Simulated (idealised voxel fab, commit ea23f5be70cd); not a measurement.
process module | voxel lift off
cross-section cut | 205 nm wide | cells 5 nm
A cross-section is a grid of square cells, given in bands from the top down. A band is one or more rows of cells.
Each band's line starts with the height of the band's top and of its bottom, in nm. Then come its materials from left to right, each with its width in nm. One material with "throughout" fills the band from edge to edge. "air" is empty space.
Height 0 is the level under which the wafer as received is all one material. The lowest band goes on downwards, as in "0 down".
A width such as "30 to 40" changes by the same amount from each row of cells to the next, from the band's top row to its bottom row.
"no change" after a step means that no cell of the cross-section changed.
closed voids: empty space of 8 cells or more with no open way to the top, each as width x height at its distance from the left edge, in nm
after a step's settings: what the simulator itself notes on the step
overlay nm, on a step with a mask: how far to the right of its planned place the mask lay; to the left if negative
plan
1 op RECEIVE | material Si
2 op CONFORMAL_DEP | material Al2O3 | thk nm 15
3 op PATTERN | tone open | mask id LINES | material resist | width nm 30 | pitch nm 55 | thk nm 25 | overlay nm 0
4 op DIRECTIONAL_DEP | material Ru | thk nm 10
5 op STRIP | etch materials resist
6 op CONFORMAL_DEP | material SiN | thk nm 5
first wafer, as planned
as received, after step 1
  0 down: Si throughout
  closed voids: none
after step 2
  15 to 0: Al2O3 throughout
  below 0: unchanged
after step 3
  40 to 15: resist 60 | air 30 | resist 25 | air 30 | resist 60
  below 15: unchanged
after step 4
  50 to 40: Ru 60 | air 30 | Ru 25 | air 30 | Ru 60
  40 to 25: resist 60 | air 30 | resist 25 | air 30 | resist 60
  25 to 15: resist 60 | Ru 30 | resist 25 | Ru 30 | resist 60
  below 15: unchanged
after step 5
  25 to 15: air 60 | Ru 30 | air 25 | Ru 30 | air 60
  below 15: unchanged
after step 6
  30 to 25: air 55 | SiN 40 | air 15 | SiN 40 | air 55
  25 to 20: air 55 | SiN 5 | Ru 30 | SiN 5 | air 15 | SiN 5 | Ru 30 | SiN 5 | air 55
  20 to 15: SiN 60 | Ru 30 | SiN 25 | Ru 30 | SiN 60
  below 15: unchanged
second wafer: like start, like plan, one mistake. Through step 2 it matches the first wafer
when step 3 should have ended
  40 to 15: resist 55 | air 30 | resist 25 | air 30 | resist 65
  below 15: unchanged
when step 4 should have ended
  50 to 40: Ru 55 | air 30 | Ru 25 | air 30 | Ru 65
  40 to 25: resist 55 | air 30 | resist 25 | air 30 | resist 65
  25 to 15: resist 55 | Ru 30 | resist 25 | Ru 30 | resist 65
  below 15: unchanged
when step 5 should have ended
  25 to 15: air 55 | Ru 30 | air 25 | Ru 30 | air 65
  below 15: unchanged
when step 6 should have ended
  30 to 25: air 50 | SiN 40 | air 15 | SiN 40 | air 60
  25 to 20: air 50 | SiN 5 | Ru 30 | SiN 5 | air 15 | SiN 5 | Ru 30 | SiN 5 | air 60
  20 to 15: SiN 55 | Ru 30 | SiN 25 | Ru 30 | SiN 65
  below 15: unchanged
what went wrong: step 3 ran as: op PATTERN | tone open | mask id LINES | material resist | width nm 30 | pitch nm 55 | thk nm 25 | overlay nm -5
at the end the second wafer has, in cells: as many of each material as the first, in other places
